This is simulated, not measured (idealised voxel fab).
Presented below is a process module, voxel fin reveal.
Square cell edge 5 nm, section width 220 nm, ID cut.
How to read a cross-section here: the picture is a grid of square cells, written as bands going from the top down, and any band can span one or more rows of cells. Top, bottom (nm), then materials left to right with widths (nm); lone material tagged "edge to edge" fills the whole band edge to edge; "air" = empty space. Counting heights begins at 0, where everything beneath is, in the wafer as received, one material. The lowest band has no bottom; it goes on downwards, as "from 0 down" shows. Quick explanation for "30..40": the width changes in equal steps down the rows of cells, from the first number in the band's top row to the second number in its bottom row. Basically "remained the same" means that step didn't change any cell in the cross-section. This entry, "Closed empty spaces", enumerates those empty regions of no fewer than 8 cells that possess no open connection to the top. Each region is reported in the form width x height at distance, the distance being taken from the left edge, with all three quantities expressed in nm. Formally, on a step line, whatever follows the settings is a remark that the simulator itself makes on the step. The optional step-line setting "overlay nm" applies to steps with a mask and quantifies how far to the right of its planned location the mask lay, a negative value indicating leftward placement.
**The process steps that were planned are listed below**
1) RECEIVE, material Si
2) CONFORMAL_DEP, material SiN, thk nm 10
3) MASKED_ETCH, tone cover, mask id FINS, width nm 15, pitch nm 40, etch materials SiN, depth nm 10, overlay nm 0
4) MASKED_ETCH, tone cover, mask id FINS, width nm 15, pitch nm 40, etch materials Si, depth nm 40, overlay nm 0
5) OXIDIZE, depth nm 5
6) FILL_DEP, material SiO2, thk nm 5
7) CMP, height nm 10
8) SELECTIVE_ETCH, etch materials SiO2, depth nm 40
9) STRIP, etch materials SiN
**Below: the first of two wafers, run as planned**
**Received-state cross-section, reflecting completion of step 1**
- from 0 down: Si edge to edge
- Closed empty spaces: none
**Cross-section of the wafer after step 2**
- from 10 to 0: SiN edge to edge
- Everything below 0 is unchanged.
**Cross-section of the wafer after step 3**
- from 10 to 0: air 40 nm, SiN 15 nm, air 25 nm, SiN 15 nm, air 25 nm, SiN 15 nm, air 25 nm, SiN 15 nm, air 45 nm
- Everything below 0 is unchanged.
**Cross-section of the wafer after step 4**
- from 10 to 0: air 40 nm, SiN 15 nm, air 25 nm, SiN 15 nm, air 25 nm, SiN 15 nm, air 25 nm, SiN 15 nm, air 45 nm
- from 0 to -40: air 40 nm, Si 15 nm, air 25 nm, Si 15 nm, air 25 nm, Si 15 nm, air 25 nm, Si 15 nm, air 45 nm
- Everything below -40 is unchanged.
**Cross-section of the wafer after step 5**
- from 10 to 0: air 40 nm, SiN 15 nm, air 25 nm, SiN 15 nm, air 25 nm, SiN 15 nm, air 25 nm, SiN 15 nm, air 45 nm
- from 0 to -40: air 40 nm, SiO2 5 nm, Si 5 nm, SiO2 5 nm, air 25 nm, SiO2 5 nm, Si 5 nm, SiO2 5 nm, air 25 nm, SiO2 5 nm, Si 5 nm, SiO2 5 nm, air 25 nm, SiO2 5 nm, Si 5 nm, SiO2 5 nm, air 45 nm
- from -40 to -45: SiO2 45 nm, Si 5 nm, SiO2 35 nm, Si 5 nm, SiO2 35 nm, Si 5 nm, SiO2 35 nm, Si 5 nm, SiO2 50 nm
- Everything below -45 is unchanged.
**Cross-section of the wafer after step 6**
- from 15 to 10: SiO2 edge to edge
- from 10 to 0: SiO2 40 nm, SiN 15 nm, SiO2 25 nm, SiN 15 nm, SiO2 25 nm, SiN 15 nm, SiO2 25 nm, SiN 15 nm, SiO2 45 nm
- from 0 to -45: SiO2 45 nm, Si 5 nm, SiO2 35 nm, Si 5 nm, SiO2 35 nm, Si 5 nm, SiO2 35 nm, Si 5 nm, SiO2 50 nm
- Everything below -45 is unchanged.
**Cross-section of the wafer after step 7**
- from 10 to 0: SiO2 40 nm, SiN 15 nm, SiO2 25 nm, SiN 15 nm, SiO2 25 nm, SiN 15 nm, SiO2 25 nm, SiN 15 nm, SiO2 45 nm
- Everything below 0 is unchanged.
**Cross-section of the wafer after step 8**
- from 10 to 0: air 40 nm, SiN 15 nm, air 25 nm, SiN 15 nm, air 25 nm, SiN 15 nm, air 25 nm, SiN 15 nm, air 45 nm
- from 0 to -30: air 45 nm, Si 5 nm, air 35 nm, Si 5 nm, air 35 nm, Si 5 nm, air 35 nm, Si 5 nm, air 50 nm
- Everything below -30 is unchanged.
**Cross-section of the wafer after step 9**
- from 0 to -30: air 45 nm, Si 5 nm, air 35 nm, Si 5 nm, air 35 nm, Si 5 nm, air 35 nm, Si 5 nm, air 50 nm
- Everything below -30 is unchanged.
**Wafer two of two - same starting point, same process plan, one mistake in execution; matches wafer one up to and including step 8**
Second wafer, cross-section, planned end of step 9: remained the same
Deviation from plan: plan step 9 skipped
Wrapping up, a cell-based count of both wafers puts the second over or under the first for these materials: SiN +24
